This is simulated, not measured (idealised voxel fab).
Title: Process Module voxel self aligned contacts
Displayed cross-section: cut, width of 145 nm, square cells sized 5 nm.
Think of the cross-section as a grid of square cells. We describe it in bands, top to bottom, and each band covers one or more rows of those cells.
The band entry comprises the height of the band's top followed by the height of its bottom, expressed in nm, and subsequently the band's materials from left to right, each stated together with its width in nm. Where a single material is marked with the word "edge to edge", that material fills the band from edge to edge. The word "empty" represents empty space.
Note: height 0 marks the level under which the wafer is uniformly one material as received. Lowest band unbounded below, written "0..down".
A width given as "30->40" starts at the first number in the band's top row and ends at the second number in its bottom row, shifting by an equal amount at every step from row to row.
"nothing changed" means the step left every cell of the cross-section as it was.
"Cavities, sealed": empty spaces of 8 cells or more with no open way to the top, each given as width x height at distance, distance from the left edge, all in nm.
after a step's settings: what the simulator itself notes on the step
overlay nm: right-of-plan distance of the mask on a masked step; negative values mean left-of-plan.
STEPS IN THE PROCESS PLAN
1) op RECEIVE | material Si
2) op CONFORMAL_DEP | material SiO2 | thk nm 5
3) op DIRECTIONAL_DEP | material polySi | thk nm 20
4) op DIRECTIONAL_DEP | material SiN | thk nm 20
5) op PATTERN | tone cover | mask id GATE | material resist | width nm 35 | pitch nm 70 | thk nm 15 | overlay nm 0
6) op DIRECTIONAL_ETCH | etch materials SiN | depth nm 20
7) op DIRECTIONAL_ETCH | etch materials polySi | depth nm 20
8) op STRIP | etch materials resist
9) op CONFORMAL_DEP | material SiN | thk nm 10
10) op DIRECTIONAL_ETCH | etch materials SiN | depth nm 10
11) op FILL_DEP | material SiO2 | thk nm 15
12) op CMP | height nm 55
13) op DIRECTIONAL_DEP | material aC | thk nm 15
14) op PATTERN | tone open | mask id CONTACT | material resist | width nm 55 | thk nm 30 | overlay nm 0
15) op DIRECTIONAL_ETCH | etch materials aC | depth nm 15
16) op STRIP | etch materials resist
17) op DIRECTIONAL_ETCH | etch materials SiO2 | depth nm 55
18) op STRIP | etch materials aC
19) op CONFORMAL_DEP | material TiN | thk nm 5
20) op FILL_DEP | material W | thk nm 10
21) op CMP | height nm 55
22) op CONFORMAL_DEP | material SiN | thk nm 5
INCOMING WAFER, CROSS-SECTIONAL VIEW, POST STEP 1
  0..down  Si edge to edge
  Cavities, sealed: none
FIRST OF TWO WAFERS, END-OF-MODULE SECTION, RUN FOLLOWED PLAN
  60..55  SiN edge to edge
  55..45  SiO2 (45) | TiN (5->25) | W (45->5) | TiN (5->25) | SiO2 (45)
  45..25  SiO2 (10) | SiN (55) | TiN (5) | W (5) | TiN (5) | SiN (55) | SiO2 (10)
  25..5  SiO2 (10) | SiN (10) | polySi (35) | SiN (10) | TiN (5) | W (5) | TiN (5) | SiN (10) | polySi (35) | SiN (10) | SiO2 (10)
  5..0  SiO2 (65) | TiN (15) | SiO2 (65)
  0..down  Si edge to edge
  Cavities, sealed: none
WAFER TWO CROSS-SECTION, MODULE END. START AND PLAN UNCHANGED FROM WAFER ONE; ONE MISTAKE MADE DURING THE RUN
  75..70  SiN edge to edge
  70..60  W edge to edge
  60..55  TiN (50) | W (45) | TiN (50)
  55..45  SiO2 (45) | TiN (5->25) | W (45->5) | TiN (5->25) | SiO2 (45)
  45..25  SiO2 (10) | SiN (55) | TiN (5) | W (5) | TiN (5) | SiN (55) | SiO2 (10)
  25..5  SiO2 (10) | SiN (10) | polySi (35) | SiN (10) | TiN (5) | W (5) | TiN (5) | SiN (10) | polySi (35) | SiN (10) | SiO2 (10)
  5..0  SiO2 (65) | TiN (15) | SiO2 (65)
  0..down  Si edge to edge
  Cavities, sealed: none
What broke from the plan during processing? step 21 of the plan was jumped over and never run
Per the end-of-run cell counts, the second wafer holds more or fewer of some materials than the first: +20 TiN | +67 W
